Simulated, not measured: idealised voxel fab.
process module | voxel released beams
cross-section cut | 190 nm wide | cells 5 nm
A cross-section is a grid of square cells, given in bands from the top down. A band is one or more rows of cells.
Each band's line starts with the height of the band's top and of its bottom, in nm. Then come its materials from left to right, each with its width in nm. One material with "throughout" fills the band from edge to edge. "air" is empty space.
Height 0 is the level under which the wafer as received is all one material. The lowest band goes on downwards, as in "0 down".
A width such as "30 to 40" changes by the same amount from each row of cells to the next, from the band's top row to its bottom row.
"no change" after a step means that no cell of the cross-section changed.
closed voids: empty space of 8 cells or more with no open way to the top, each as width x height at its distance from the left edge, in nm
after a step's settings: what the simulator itself notes on the step
overlay nm, on a step with a mask: how far to the right of its planned place the mask lay; to the left if negative
plan
1 op RECEIVE | material Si
2 op CONFORMAL_DEP | material SiN | thk nm 5
3 op DIRECTIONAL_DEP | material SiO2 | thk nm 20
4 op PATTERN | tone open | mask id ANCHOR | material resist | width nm 25 | thk nm 15 | overlay nm 0
5 op DIRECTIONAL_ETCH | etch materials SiO2 | depth nm 20
6 op STRIP | etch materials resist
7 op CONFORMAL_DEP | material W | thk nm 10
8 op PATTERN | tone cover | mask id BEAM | material resist | width nm 120 | thk nm 15 | overlay nm 0
9 op DIRECTIONAL_ETCH | etch materials W | depth nm 10
10 op STRIP | etch materials resist
11 op STRIP | etch materials SiO2
varied across the wafers: width nm of step 4. The plan shows the first wafer's value. All wafers start alike
first wafer as received, after step 1
  0 down: Si throughout
  closed voids: none
each wafer at the end: cells of each material gained (+) or lost (-) since it was received, then its closed voids
width nm 25 | +38 SiN | +64 W | closed voids: none
width nm 30 | +38 SiN | +64 W | closed voids: none
width nm 35 | +38 SiN | +64 W | closed voids: none
width nm 40 | +38 SiN | +64 W | closed voids: none
width nm 45 | +38 SiN | +64 W | closed voids: none
width nm 50 | +38 SiN | +64 W | closed voids: none
